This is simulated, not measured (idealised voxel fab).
process module | voxel released beams
cross-section cut | 205 nm wide | cells 5 nm
A cross-section is a grid of square cells, given in bands from the top down. A band is one or more rows of cells.
Each band's line starts with the height of the band's top and of its bottom, in nm. Then come its materials from left to right, each with its width in nm. One material with "throughout" fills the band from edge to edge. "air" is empty space.
Height 0 is the level under which the wafer as received is all one material. The lowest band goes on downwards, as in "0 down".
A width such as "30 to 40" changes by the same amount from each row of cells to the next, from the band's top row to its bottom row.
"no change" after a step means that no cell of the cross-section changed.
closed voids: empty space of 8 cells or more with no open way to the top, each as width x height at its distance from the left edge, in nm
after a step's settings: what the simulator itself notes on the step
overlay nm, on a step with a mask: how far to the right of its planned place the mask lay; to the left if negative
plan
1 op RECEIVE | material Si
2 op CONFORMAL_DEP | material SiN | thk nm 5
3 op DIRECTIONAL_DEP | material SiO2 | thk nm 15
4 op PATTERN | tone open | mask id ANCHOR | material resist | width nm 35 | thk nm 20 | overlay nm 0
5 op DIRECTIONAL_ETCH | etch materials SiO2 | depth nm 15
6 op STRIP | etch materials resist
7 op CONFORMAL_DEP | material TiN | thk nm 15
8 op PATTERN | tone cover | mask id BEAM | material resist | width nm 105 | thk nm 15 | overlay nm 0
9 op DIRECTIONAL_ETCH | etch materials TiN | depth nm 15
10 op STRIP | etch materials resist
11 op STRIP | etch materials SiO2
first wafer, as planned
as received, after step 1
  0 down: Si throughout
  closed voids: none
after step 2
  5 to 0: SiN throughout
  below 0: unchanged
after step 3
  20 to 5: SiO2 throughout
  below 5: unchanged
after step 4
  40 to 20: resist 50 | air 35 | resist 120
  below 20: unchanged
after step 5
  40 to 20: resist 50 | air 35 | resist 120
  20 to 5: SiO2 50 | air 35 | SiO2 120
  below 5: unchanged
after step 6
  20 to 5: SiO2 50 | air 35 | SiO2 120
  below 5: unchanged
after step 7
  35 to 20: TiN 65 | air 5 | TiN 135
  20 to 5: SiO2 50 | TiN 35 | SiO2 120
  below 5: unchanged
after step 8
  50 to 35: air 45 | resist 105 | air 55
  35 to 20: TiN 65 | resist 5 | TiN 135
  below 20: unchanged
after step 9
  50 to 35: air 45 | resist 105 | air 55
  35 to 20: air 45 | TiN 20 | resist 5 | TiN 80 | air 55
  below 20: unchanged
after step 10
  35 to 20: air 45 | TiN 20 | air 5 | TiN 80 | air 55
  below 20: unchanged
after step 11
  35 to 20: air 45 | TiN 20 | air 5 | TiN 80 | air 55
  20 to 5: air 50 | TiN 35 | air 120
  below 5: unchanged
second wafer: like start, like plan, one mistake. Through step 1 it matches the first wafer
when step 2 should have ended
  5 to 0: SiO2 throughout
  below 0: unchanged
when step 3 should have ended
  20 to 0: SiO2 throughout
  below 0: unchanged
when step 4 should have ended
  40 to 20: resist 50 | air 35 | resist 120
  below 20: unchanged
when step 5 should have ended
  40 to 20: resist 50 | air 35 | resist 120
  20 to 5: SiO2 50 | air 35 | SiO2 120
  below 5: unchanged
when step 6 should have ended
  20 to 5: SiO2 50 | air 35 | SiO2 120
  below 5: unchanged
when step 7 should have ended
  35 to 20: TiN 65 | air 5 | TiN 135
  20 to 5: SiO2 50 | TiN 35 | SiO2 120
  below 5: unchanged
when step 8 should have ended
  50 to 35: air 45 | resist 105 | air 55
  35 to 20: TiN 65 | resist 5 | TiN 135
  below 20: unchanged
when step 9 should have ended
  50 to 35: air 45 | resist 105 | air 55
  35 to 20: air 45 | TiN 20 | resist 5 | TiN 80 | air 55
  below 20: unchanged
when step 10 should have ended
  35 to 20: air 45 | TiN 20 | air 5 | TiN 80 | air 55
  below 20: unchanged
when step 11 should have ended
  0 down: Si throughout
what went wrong: step 2 ran as: op CONFORMAL_DEP | material SiO2 | thk nm 5
at the end the second wafer has, in cells: 41 fewer of SiN | 81 fewer of TiN
